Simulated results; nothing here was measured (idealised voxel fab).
The document below concerns the process module designated voxel ribs on slabs.
The width of the displayed cross-section, cut, is 285 nm; its cells are square, with a size of 5 nm.
If you're reading a cross-section in this doc, picture square cells in a grid; it comes to you as bands, top ones listed first down to the bottom, and a band can be one or more rows of cells. Each band's line starts with the height of the band's top and of its bottom, in nm. Then come its materials from left to right, each with its width in nm. One material with "all across" fills the band from edge to edge. "air" is empty space. Beneath 0, the wafer as received is one material, and that level is where height counting begins. The lowest band goes on downward without a bottom; it is written like "0 down". The two numbers in a width such as "30 to 40" mark its ends across the band: the first belongs to the top row of cells, the second to the bottom row, and from each row to the next the width moves by the same amount. No cell of the cross-section changed in a step that is given as "remained the same". "Enclosed void listing" - sealed voids, min. 8 cells, no opening to top; format: width x height at distance (distance from left edge; nm throughout). The remark found on a step's line after its settings is issued by the simulator itself and pertains to that step. A step line may carry the setting "overlay nm", which, for steps involving a mask, states the distance by which the mask lay to the right of its intended position; negative values denote displacement to the left.

Process steps - plan:
1: RECEIVE (material Si)
2: DIRECTIONAL_DEP (material SiO2; thk nm 25)
3: DIRECTIONAL_DEP (material polySi; thk nm 25)
4: PATTERN (tone cover; mask id RIB; material resist; width nm 30; thk nm 20; overlay nm 0)
5: DIRECTIONAL_ETCH (etch materials polySi; depth nm 5)
6: STRIP (etch materials resist)
7: PATTERN (tone cover; mask id SLAB; material resist; width nm 90; thk nm 15; overlay nm 0)
8: DIRECTIONAL_ETCH (etch materials polySi; depth nm 20)
9: STRIP (etch materials resist)
10: FILL_DEP (material SiO2; thk nm 20)
11: CMP (height nm 65)
12: DIRECTIONAL_DEP (material W; thk nm 10)
13: MASKED_ETCH (tone cover; mask id HEATER; width nm 40; etch materials W; depth nm 10; overlay nm 0)
14: CONFORMAL_DEP (material SiO2; thk nm 10)

Wafer as received: cross-section following step 1:
> 0 down  Si all across
> Enclosed void listing: none

Starting wafer: above. Plan: above. Run: one mistake. Cross-section after the module: below:
> 75 to 65  air 120 nm | W 40 nm | air 125 nm
> 65 to 50  SiO2 all across
> 50 to 45  SiO2 125 nm | polySi 30 nm | SiO2 130 nm
> 45 to 25  SiO2 95 nm | polySi 90 nm | SiO2 100 nm
> 25 to 0  SiO2 all across
> 0 down  Si all across
> Enclosed void listing: none
The plan and the run diverged here: step 14 of the plan was bypassed and not carried out
